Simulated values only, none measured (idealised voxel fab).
The following process module bears the name voxel self aligned vias.
In the cross-section labelled cut, the width is 220 nm and each square cell is 5 nm.
Notation: cross-section as square-cell grid; stated in bands, top first, going down; one or more cell rows per band.
Heads up on the band format: heights come first, top then bottom, in nm. After that it's the materials left to right, each with its width in nm. A single material flagged "edge to edge" fills the whole band edge to edge, and "empty" means there's empty space there.
Heights are measured from 0, the level below which the as-received wafer is all one material; the lowest band has no bottom and continues downward, written as in "0 nm and below".
Think of "30->40" as a width that walks from the first number to the second as you go down the band, top row to bottom row, taking equal-sized steps from row to row.
Where a step carries "all unchanged", the cross-section came out of it unchanged, cell for cell.
Closed-off voids of 8+ cells (no open route to the top) go in "Unvented voids", written width x height at distance from the left edge, in nm.
after a step's settings: what the simulator itself notes on the step
Each step line may optionally specify "overlay nm", which for a step with a mask gives the rightward distance between the mask's planned place and where it lay, a negative value indicating the leftward direction.
These are the steps we planned for the process
1 op RECEIVE | material Si
2 op CONFORMAL_DEP | material SiO2 | thk nm 10
3 op CONFORMAL_DEP | material SiCN | thk nm 5
4 op DIRECTIONAL_DEP | material lowk | thk nm 20
5 op PATTERN | tone open | mask id LINES | material resist | width nm 25 | pitch nm 70 | thk nm 15 | overlay nm 0
6 op DIRECTIONAL_ETCH | etch materials lowk | depth nm 20
7 op STRIP | etch materials resist
8 op CONFORMAL_DEP | material TiN | thk nm 5
9 op FILL_DEP | material W | thk nm 5
10 op CMP | height nm 35
11 op SELECTIVE_ETCH | etch materials W Ru TiN | depth nm 5
12 op FILL_DEP | material SiN | thk nm 5
13 op CMP | height nm 35
14 op DIRECTIONAL_DEP | material lowk | thk nm 20
15 op PATTERN | tone open | mask id VIAS | material resist | width nm 45 | thk nm 20 | overlay nm 0
16 op DIRECTIONAL_ETCH | etch materials lowk | depth nm 20
17 op DIRECTIONAL_ETCH | etch materials SiN | depth nm 5
18 op STRIP | etch materials resist
19 op CONFORMAL_DEP | material TiN | thk nm 5
20 op FILL_DEP | material W | thk nm 5
21 op CMP | height nm 55
22 op CONFORMAL_DEP | material SiCN | thk nm 5
Received-state cross-section, reflecting completion of step 1
  0 nm and below | Si edge to edge
  Unvented voids: none
First of two wafers at the end of the module, shown in cross-section; run carried out as planned
  60 nm to 55 nm | SiCN edge to edge
  55 nm to 40 nm | lowk 50, TiN 5, W 35, TiN 5, lowk 125
  40 nm to 35 nm | lowk 50, TiN 15, W 15, TiN 15, lowk 125
  35 nm to 30 nm | lowk 60, TiN 25, lowk 45, SiN 25, lowk 65
  30 nm to 20 nm | lowk 60, TiN 5, W 15, TiN 5, lowk 45, TiN 5, W 15, TiN 5, lowk 65
  20 nm to 15 nm | lowk 60, TiN 25, lowk 45, TiN 25, lowk 65
  15 nm to 10 nm | SiCN edge to edge
  10 nm to 0 nm | SiO2 edge to edge
  0 nm and below | Si edge to edge
  Unvented voids: none
This is the second of the two wafers, cross-sectioned at the end of the module; it started exactly like the first and was given the same plan, but it was run with one mistake
  60 nm to 55 nm | SiCN edge to edge
  55 nm to 40 nm | lowk 50, TiN 5, W 35, TiN 5, lowk 125
  40 nm to 35 nm | lowk 50, TiN 45, lowk 125
  35 nm to 30 nm | SiCN edge to edge
  30 nm to 10 nm | lowk edge to edge
  10 nm to 0 nm | SiO2 edge to edge
  0 nm and below | Si edge to edge
  Unvented voids: none
Deviation noted in wafer processing: sequence error: steps 3 and 4 interchanged
End check, counted in cells, second wafer has more or fewer of these materials than the first: -5 SiN, -20 TiN, -15 W, +40 lowk
